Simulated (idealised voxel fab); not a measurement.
The process module that follows is named voxel transistor to metal.
Cross-section cut spans 140 nm and uses square cells 5 nm in size.
If you're reading a cross-section in this doc, picture square cells in a grid; it comes to you as bands, top ones listed first down to the bottom, and a band can be one or more rows of cells.
The entry gives the band's vertical extent as a top height and a bottom height in nm, then its horizontal make-up as materials from left to right, each with a width in nm. "empty" stands for empty space; a single material marked "full width" fills the band edge to edge.
Convention: height 0 is the level below which the wafer, as received, is all one material. The lowest band does not terminate at the bottom but continues downward, represented as "0..down".
So if you see something like "30->40" for the width, read it as the top row of the band sitting at the first number and the bottom row at the second, with every row in between moving by the same amount as the last.
"nothing got changed", as given for a step, is the statement that not any cell of the cross-section underwent a change during that step.
Closed empty spaces (no open way to the top) of 8 cells or more are what "Trapped voids" lists, each as width x height at distance from the left edge, nm for all three.
It should be noted that, on the line of a given step, the content following the step's settings is a remark produced by the simulator itself with respect to that step.
A step line may carry the setting "overlay nm", which, for steps involving a mask, states the distance by which the mask lay to the right of its intended position; negative values denote displacement to the left.
-- Process steps foreseen in the plan
| 1 | RECEIVE: material Si |
| 2 | OXIDIZE: depth nm 5 |
| 3 | CONFORMAL_DEP: material SiN, thk nm 15 |
| 4 | MASKED_ETCH: tone cover, mask id ACTIVE, width nm 110, etch materials SiN, depth nm 15, overlay nm 0 |
| 5 | MASKED_ETCH: tone cover, mask id ACTIVE, width nm 110, etch materials SiO2, depth nm 5, overlay nm 0 |
| 6 | MASKED_ETCH: tone cover, mask id ACTIVE, width nm 110, etch materials Si, depth nm 35, overlay nm 0 |
| 7 | FILL_DEP: material SiO2, thk nm 5 |
| 8 | CMP: height nm 15 |
| 9 | SELECTIVE_ETCH: etch materials SiO2, depth nm 10 |
| 10 | STRIP: etch materials SiN |
| 11 | SELECTIVE_ETCH: etch materials SiO2, depth nm 5 |
| 12 | OXIDIZE: depth nm 5 |
| 13 | DIRECTIONAL_DEP: material polySi, thk nm 30 |
| 14 | DIRECTIONAL_DEP: material SiCN, thk nm 15 |
| 15 | DIRECTIONAL_DEP: material aC, thk nm 10 |
| 16 | PATTERN: tone cover, mask id GATE, material resist, width nm 20, thk nm 25, overlay nm 0 |
| 17 | DIRECTIONAL_ETCH: etch materials aC, depth nm 10 |
| 18 | STRIP: etch materials resist |
| 19 | DIRECTIONAL_ETCH: etch materials SiCN, depth nm 25 |
| 20 | DIRECTIONAL_ETCH: etch materials polySi, depth nm 40 |
| 21 | STRIP: etch materials aC |
| 22 | CONFORMAL_DEP: material SiO2, thk nm 5 |
| 23 | DIRECTIONAL_ETCH: etch materials SiO2, depth nm 5 |
| 24 | CONFORMAL_DEP: material SiN, thk nm 5 |
| 25 | DIRECTIONAL_ETCH: etch materials SiN, depth nm 5 |
| 26 | DIRECTIONAL_ETCH: etch materials SiO2, depth nm 5 |
| 27 | DIRECTIONAL_ETCH: etch materials Si, depth nm 10 |
| 28 | EPI: material SiGe, thk nm 15 |
| 29 | FILL_DEP: material SiO2, thk nm 5 |
| 30 | CMP: height nm 40 |
| 31 | DIRECTIONAL_DEP: material SiO2, thk nm 15 |
| 32 | DIRECTIONAL_DEP: material aC, thk nm 15 |
| 33 | PATTERN: tone open, mask id CONTACT, material resist, width nm 20, pitch nm 80, thk nm 30, overlay nm 0 |
| 34 | DIRECTIONAL_ETCH: etch materials aC, depth nm 15 |
| 35 | STRIP: etch materials resist |
| 36 | DIRECTIONAL_ETCH: etch materials SiO2, depth nm 50 |
| 37 | STRIP: etch materials aC |
| 38 | CONFORMAL_DEP: material TiN, thk nm 5 |
| 39 | FILL_DEP: material Ru, thk nm 10 |
| 40 | CMP: height nm 55 |
| 41 | CONFORMAL_DEP: material SiCN, thk nm 5 |
| 42 | DIRECTIONAL_DEP: material SiO2, thk nm 15 |
| 43 | DIRECTIONAL_DEP: material aC, thk nm 15 |
| 44 | PATTERN: tone open, mask id METAL_1, material resist, width nm 20, pitch nm 80, thk nm 35, overlay nm -5 |
| 45 | DIRECTIONAL_ETCH: etch materials aC, depth nm 15 |
| 46 | STRIP: etch materials resist |
| 47 | DIRECTIONAL_ETCH: etch materials SiO2, depth nm 15 |
| 48 | DIRECTIONAL_ETCH: etch materials SiCN, depth nm 5 |
| 49 | STRIP: etch materials aC |
| 50 | CONFORMAL_DEP: material TiN, thk nm 5 |
| 51 | FILL_DEP: material W, thk nm 10 |
| 52 | CMP: height nm 75 |
| 53 | CONFORMAL_DEP: material SiCN, thk nm 5 |
The wafers in this document start out alike and differ in the overlay nm applied at step 44; the plan shows the value used for the first wafer.
-- Cross-section of the first of several wafers as received (after step 1)
* 0..down | Si full width
* Trapped voids: none
-- Take any row and you have a wafer at the end of the module: how many cells of each material it has gained (+) or lost (-) since it was received, and then its closed voids
overlay nm -5 | +36 Ru | -116 Si | +60 SiCN | +62 SiGe | +20 SiN | +286 SiO2 | +64 TiN | +12 W | +24 polySi | Trapped voids: none
overlay nm 0 | +36 Ru | -116 Si | +60 SiCN | +62 SiGe | +20 SiN | +286 SiO2 | +64 TiN | +12 W | +24 polySi | Trapped voids: none
overlay nm 5 | +36 Ru | -116 Si | +60 SiCN | +62 SiGe | +20 SiN | +286 SiO2 | +64 TiN | +12 W | +24 polySi | Trapped voids: none
